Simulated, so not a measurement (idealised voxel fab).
process module | voxel lift off
cross-section cut | 195 nm wide | cells 5 nm
A cross-section is a grid of square cells, given in bands from the top down. A band is one or more rows of cells.
Each band's line starts with the height of the band's top and of its bottom, in nm. Then come its materials from left to right, each with its width in nm. One material with "throughout" fills the band from edge to edge. "air" is empty space.
Height 0 is the level under which the wafer as received is all one material. The lowest band goes on downwards, as in "0 down".
A width such as "30 to 40" changes by the same amount from each row of cells to the next, from the band's top row to its bottom row.
"no change" after a step means that no cell of the cross-section changed.
closed voids: empty space of 8 cells or more with no open way to the top, each as width x height at its distance from the left edge, in nm
after a step's settings: what the simulator itself notes on the step
overlay nm, on a step with a mask: how far to the right of its planned place the mask lay; to the left if negative
plan
1 op RECEIVE | material Si
2 op CONFORMAL_DEP | material Al2O3 | thk nm 15
3 op PATTERN | tone open | mask id LINES | material resist | width nm 15 | pitch nm 45 | thk nm 30 | overlay nm 0
4 op DIRECTIONAL_DEP | material Ru | thk nm 15
5 op STRIP | etch materials resist
6 op CONFORMAL_DEP | material SiN | thk nm 5
as received, after step 1
  0 down: Si throughout
  closed voids: none
first wafer at the end, as planned
  35 to 30: air 15 | SiN 25 | air 20 | SiN 25 | air 20 | SiN 25 | air 20 | SiN 25 | air 20
  30 to 20: air 15 | SiN 5 | Ru 15 | SiN 5 | air 20 | SiN 5 | Ru 15 | SiN 5 | air 20 | SiN 5 | Ru 15 | SiN 5 | air 20 | SiN 5 | Ru 15 | SiN 5 | air 20
  20 to 15: SiN 20 | Ru 15 | SiN 30 | Ru 15 | SiN 30 | Ru 15 | SiN 30 | Ru 15 | SiN 25
  15 to 0: Al2O3 throughout
  0 down: Si throughout
  closed voids: none
second wafer at the end: like start, like plan, one mistake
  50 to 45: air 15 | SiN 25 | air 20 | SiN 25 | air 20 | SiN 25 | air 20 | SiN 25 | air 20
  45 to 35: air 15 | SiN 5 | Ru 15 | SiN 5 | air 20 | SiN 5 | Ru 15 | SiN 5 | air 20 | SiN 5 | Ru 15 | SiN 5 | air 20 | SiN 5 | Ru 15 | SiN 5 | air 20
  35 to 30: SiN 20 | Ru 15 | SiN 30 | Ru 15 | SiN 30 | Ru 15 | SiN 30 | Ru 15 | SiN 25
  30 to 0: Al2O3 throughout
  0 down: Si throughout
  closed voids: none
what went wrong: step 2 was run twice
at the end the second wafer has, in cells: 117 more of Al2O3
